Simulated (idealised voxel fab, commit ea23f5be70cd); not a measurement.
process module | voxel self aligned vias
cross-section cut | 200 nm wide | cells 5 nm
A cross-section is a grid of square cells, given in bands from the top down. A band is one or more rows of cells.
Each band's line starts with the height of the band's top and of its bottom, in nm. Then come its materials from left to right, each with its width in nm. One material with "throughout" fills the band from edge to edge. "air" is empty space.
Height 0 is the level under which the wafer as received is all one material. The lowest band goes on downwards, as in "0 down".
A width such as "30 to 40" changes by the same amount from each row of cells to the next, from the band's top row to its bottom row.
"no change" after a step means that no cell of the cross-section changed.
closed voids: empty space of 8 cells or more with no open way to the top, each as width x height at its distance from the left edge, in nm
after a step's settings: what the simulator itself notes on the step
overlay nm, on a step with a mask: how far to the right of its planned place the mask lay; to the left if negative
plan
1 op RECEIVE | material Si
2 op CONFORMAL_DEP | material SiO2 | thk nm 10
3 op CONFORMAL_DEP | material SiCN | thk nm 5
4 op DIRECTIONAL_DEP | material lowk | thk nm 30
5 op DIRECTIONAL_DEP | material aC | thk nm 15
6 op PATTERN | tone open | mask id LINES | material resist | width nm 20 | pitch nm 60 | thk nm 35 | overlay nm 0
7 op DIRECTIONAL_ETCH | etch materials aC | depth nm 15
8 op STRIP | etch materials resist
9 op DIRECTIONAL_ETCH | etch materials lowk | depth nm 30
10 op STRIP | etch materials aC
11 op CONFORMAL_DEP | material TiN | thk nm 5
12 op FILL_DEP | material W | thk nm 5
13 op CMP | height nm 45
14 op SELECTIVE_ETCH | etch materials W Ru TiN | depth nm 10
15 op FILL_DEP | material SiN | thk nm 10
16 op CMP | height nm 45
17 op DIRECTIONAL_DEP | material lowk | thk nm 20
18 op DIRECTIONAL_DEP | material aC | thk nm 10
19 op PATTERN | tone open | mask id VIAS | material resist | width nm 30 | thk nm 25 | overlay nm -15
20 op DIRECTIONAL_ETCH | etch materials aC | depth nm 10
21 op STRIP | etch materials resist
22 op DIRECTIONAL_ETCH | etch materials lowk | depth nm 20
23 op DIRECTIONAL_ETCH | etch materials SiN | depth nm 10
24 op STRIP | etch materials aC
25 op CONFORMAL_DEP | material TiN | thk nm 5
26 op FILL_DEP | material Ru | thk nm 5
27 op CMP | height nm 65
28 op CONFORMAL_DEP | material SiN | thk nm 5
varied across the wafers: overlay nm of step 19. The plan shows the first wafer's value. All wafers start alike
first wafer as received, after step 1
  0 down: Si throughout
  closed voids: none
each wafer at the end: cells of each material gained (+) or lost (-) since it was received, then its closed voids
overlay nm -15 | +12 Ru | +40 SiCN | +52 SiN | +80 SiO2 | +36 TiN | +12 W | +328 lowk | closed voids: none
overlay nm -10 | +14 Ru | +40 SiCN | +50 SiN | +80 SiO2 | +36 TiN | +12 W | +328 lowk | closed voids: none
overlay nm -5 | +16 Ru | +40 SiCN | +48 SiN | +80 SiO2 | +36 TiN | +12 W | +328 lowk | closed voids: none
overlay nm 0 | +16 Ru | +40 SiCN | +48 SiN | +80 SiO2 | +36 TiN | +12 W | +328 lowk | closed voids: none
overlay nm 5 | +16 Ru | +40 SiCN | +48 SiN | +80 SiO2 | +36 TiN | +12 W | +328 lowk | closed voids: none
overlay nm 10 | +14 Ru | +40 SiCN | +50 SiN | +80 SiO2 | +36 TiN | +12 W | +328 lowk | closed voids: none
overlay nm 15 | +12 Ru | +40 SiCN | +52 SiN | +80 SiO2 | +36 TiN | +12 W | +328 lowk | closed voids: none
